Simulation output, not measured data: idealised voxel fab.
The process module presented herein is designated voxel self aligned vias.
Shown is cross-section cut, with a width of 185 nm and square cells of size 5 nm.
Think of the cross-section as a grid of square cells. We describe it in bands, top to bottom, and each band covers one or more rows of those cells. In this notation a band is specified by the heights of its top and bottom, in that order and in nm, after which its materials appear from left to right, each paired with its width in nm. The word "everywhere" attached to a single material means that material fills the band from edge to edge; the word "blank" stands for empty space. Heights are reckoned from 0. Under this level, the received wafer is all of one material. The bottommost band is open-ended downward, for example "0 -> down". A width given as "30 to 40" starts at the first number in the band's top row and ends at the second number in its bottom row, shifting by an equal amount at every step from row to row. Step marked "left unchanged"? Then no cell in the cross-section changed in it. What "Completely enclosed voids" gives you is every empty space of 8 cells or more that is cut off from the top. Each appears as width x height at distance, with the distance taken from the left edge and width, height and distance all in nm. Step line, after settings: the simulator's comment on this step. The optional step-line setting "overlay nm" applies to steps with a mask and quantifies how far to the right of its planned location the mask lay, a negative value indicating leftward placement.
[Process steps (planned)]
step 1: RECEIVE, material Si
step 2: CONFORMAL_DEP, material SiO2, thk nm 10
step 3: CONFORMAL_DEP, material SiCN, thk nm 5
step 4: DIRECTIONAL_DEP, material SiO2, thk nm 25
step 5: MASKED_ETCH, tone open, mask id LINES, width nm 20, pitch nm 70, etch materials SiO2, depth nm 25, overlay nm 0
step 6: CONFORMAL_DEP, material TiN, thk nm 5
step 7: FILL_DEP, material Ru, thk nm 10
step 8: CMP, height nm 40
step 9: SELECTIVE_ETCH, etch materials W Ru TiN, depth nm 10
step 10: FILL_DEP, material SiN, thk nm 10
step 11: CMP, height nm 40
step 12: DIRECTIONAL_DEP, material SiO2, thk nm 15
step 13: DIRECTIONAL_DEP, material aC, thk nm 10
step 14: PATTERN, tone open, mask id VIAS, material resist, width nm 40, pitch nm 70, thk nm 25, overlay nm 0
step 15: DIRECTIONAL_ETCH, etch materials aC, depth nm 10
step 16: STRIP, etch materials resist
step 17: DIRECTIONAL_ETCH, etch materials SiO2, depth nm 15
step 18: DIRECTIONAL_ETCH, etch materials SiN, depth nm 10
step 19: STRIP, etch materials aC
step 20: CONFORMAL_DEP, material TiN, thk nm 5
step 21: FILL_DEP, material Ru, thk nm 5
step 22: CMP, height nm 55
step 23: CONFORMAL_DEP, material SiN, thk nm 5
[Cross-section of the incoming wafer, state after step 1]
    0 -> down: Si everywhere
    Completely enclosed voids: none
[First of two wafers, end-of-module section, run followed plan]
    60 -> 55: SiN everywhere
    55 -> 45: 35 nm SiO2, then 5 nm TiN, then 30 nm Ru, then 5 nm TiN, then 30 nm SiO2, then 5 nm TiN, then 30 nm Ru, then 5 nm TiN, then 40 nm SiO2
    45 -> 35: 35 to 45 nm SiO2, then 15 to 5 nm TiN, then 10 nm Ru, then 15 to 5 nm TiN, then 30 to 50 nm SiO2, then 15 to 5 nm TiN, then 10 nm Ru, then 15 to 5 nm TiN, then 40 to 50 nm SiO2
    35 -> 30: 45 nm SiO2, then 20 nm TiN, then 50 nm SiO2, then 20 nm TiN, then 50 nm SiO2
    30 -> 20: 45 nm SiO2, then 5 nm TiN, then 10 nm Ru, then 5 nm TiN, then 50 nm SiO2, then 5 nm TiN, then 10 nm Ru, then 5 nm TiN, then 50 nm SiO2
    20 -> 15: 45 nm SiO2, then 20 nm TiN, then 50 nm SiO2, then 20 nm TiN, then 50 nm SiO2
    15 -> 10: SiCN everywhere
    10 -> 0: SiO2 everywhere
    0 -> down: Si everywhere
    Completely enclosed voids: none
[The second wafer, shown in cross-section after the module: started the same way as the first and given the same plan, yet one mistake crept into how it was run]
    60 -> 55: SiN everywhere
    55 -> 45: 40 nm SiO2, then 5 nm TiN, then 25 nm Ru, then 5 nm TiN, then 35 nm SiO2, then 5 nm TiN, then 25 nm Ru, then 5 nm TiN, then 40 nm SiO2
    45 -> 35: 40 to 45 nm SiO2, then 10 to 5 nm TiN, then 10 nm Ru, then 15 to 5 nm TiN, then 35 to 50 nm SiO2, then 10 to 5 nm TiN, then 10 nm Ru, then 15 to 5 nm TiN, then 40 to 50 nm SiO2
    35 -> 30: 45 nm SiO2, then 20 nm TiN, then 50 nm SiO2, then 20 nm TiN, then 50 nm SiO2
    30 -> 20: 45 nm SiO2, then 5 nm TiN, then 10 nm Ru, then 5 nm TiN, then 50 nm SiO2, then 5 nm TiN, then 10 nm Ru, then 5 nm TiN, then 50 nm SiO2
    20 -> 15: 45 nm SiO2, then 20 nm TiN, then 50 nm SiO2, then 20 nm TiN, then 50 nm SiO2
    15 -> 10: SiCN everywhere
    10 -> 0: SiO2 everywhere
    0 -> down: Si everywhere
    Completely enclosed voids: none
Heads up, the wafer didn't run the way we planned it: contrary to plan, step 14 was performed as PATTERN, tone open, mask id VIAS, material resist, width nm 35, pitch nm 70, thk nm 25, overlay nm 0
End check, counted in cells, second wafer has more or fewer of these materials than the first: 4 fewer of Ru, 6 more of SiO2, 2 fewer of TiN
